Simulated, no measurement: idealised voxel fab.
This is a process module. Its name is voxel released beams.
Cross-section cut spans 280 nm and uses square cells 5 nm in size.
For the purposes of this document, a cross-section shall be understood as a grid of square cells, specified as bands listed in top-to-bottom order, each band consisting of one or more rows of cells.
This entry defines a band. It first specifies the height of the band's top and the height of its bottom in nm, and then specifies the band's materials from left to right, stating each material with its width in nm. The word "all across" identifies a single material that fills the band from edge to edge, while the word "air" identifies empty space.
The reference from which all heights are counted is 0, the level beneath which the as-received wafer is entirely one material; the lowest band, having no lower bound, proceeds downward and is written after the example "top 0, no bottom".
Width spec "30 to 40" -> top row of cells at first value, bottom row at second value, equal per-row change in between.
You'll sometimes find "no alterations made" written for a step, and that's the way of saying that nowhere in the cross-section did a cell change during that step.
Closed empty spaces (no open way to the top) of 8 cells or more are what "closed voids" lists, each as width x height at distance from the left edge, nm for all three.
Where a step's line continues beyond its settings, the continuation is a remark by the simulator itself on that step.
overlay nm, on a step with a mask: how far to the right of its planned place the mask lay; to the left if negative

### Process steps - plan
step 1: RECEIVE with material Si
step 2: CONFORMAL_DEP with material SiN, thk nm 10
step 3: DIRECTIONAL_DEP with material SiO2, thk nm 15
step 4: DIRECTIONAL_DEP with material aC, thk nm 10
step 5: PATTERN with tone open, mask id ANCHOR, material resist, width nm 35, thk nm 30, overlay nm 0
step 6: DIRECTIONAL_ETCH with etch materials aC, depth nm 10
step 7: STRIP with etch materials resist
step 8: DIRECTIONAL_ETCH with etch materials SiO2, depth nm 15
step 9: STRIP with etch materials aC
step 10: CONFORMAL_DEP with material W, thk nm 10
step 11: MASKED_ETCH with tone cover, mask id BEAM, width nm 120, etch materials W, depth nm 10, overlay nm 0
step 12: STRIP with etch materials SiO2

### First of two wafers, processed according to plan

### As-received state of the wafer in cross-section, equivalent to post-step 1
* top 0, no bottom | Si all across
* closed voids: none

### After step 2, in cross-section
* top 10, bottom 0 | SiN all across
* At heights below 0, the structure remains unaltered.

### After step 3, in cross-section
* top 25, bottom 10 | SiO2 all across
* At heights below 10, the structure remains unaltered.

### After step 4, in cross-section
* top 35, bottom 25 | aC all across
* At heights below 25, the structure remains unaltered.

### After step 5, in cross-section
* top 65, bottom 35 | resist=80  air=35  resist=165
* At heights below 35, the structure remains unaltered.

### After step 6, in cross-section
* top 55, bottom 35 | resist=80  air=35  resist=165
* top 35, bottom 25 | aC=80  air=35  aC=165
* At heights below 25, the structure remains unaltered.

### After step 7, in cross-section
* top 35, bottom 25 | aC=80  air=35  aC=165
* At heights below 25, the structure remains unaltered.

### After step 8, in cross-section
* top 35, bottom 25 | aC=80  air=35  aC=165
* top 25, bottom 10 | SiO2=80  air=35  SiO2=165
* At heights below 10, the structure remains unaltered.

### After step 9, in cross-section
* top 25, bottom 10 | SiO2=80  air=35  SiO2=165
* At heights below 10, the structure remains unaltered.

### After step 10, in cross-section
* top 35, bottom 25 | W=90  air=15  W=175
* top 25, bottom 20 | SiO2=80  W=10  air=15  W=10  SiO2=165
* top 20, bottom 10 | SiO2=80  W=35  SiO2=165
* At heights below 10, the structure remains unaltered.

### After step 11, in cross-section
* top 35, bottom 25 | air=75  W=15  air=15  W=90  air=85
* At heights below 25, the structure remains unaltered.

### After step 12, in cross-section
* top 35, bottom 25 | air=75  W=15  air=15  W=90  air=85
* top 25, bottom 20 | air=80  W=10  air=15  W=10  air=165
* top 20, bottom 10 | air=80  W=35  air=165
* At heights below 10, the structure remains unaltered.

### Second wafer, same starting state and plan as the first, one mistake in the run, identical through step 8

### Cross-sectional view of the second wafer at the intended end time of process step 9
* top 0, no bottom | Si all across

### Cross-sectional view of the second wafer at the intended end time of process step 10
* top 10, bottom 0 | W all across
* At heights below 0, the structure remains unaltered.

### Cross-sectional view of the second wafer at the intended end time of process step 11
* top 10, bottom 0 | air=75  W=120  air=85
* At heights below 0, the structure remains unaltered.

Cross-sectional view of the second wafer at the intended end time of process step 12: no alterations made
Run error: step 9 ran with different settings than intended, the actual operation and settings being STRIP with etch materials SiN
Materials where the second wafer ends with more or fewer cells than the first: SiN -112, W -12
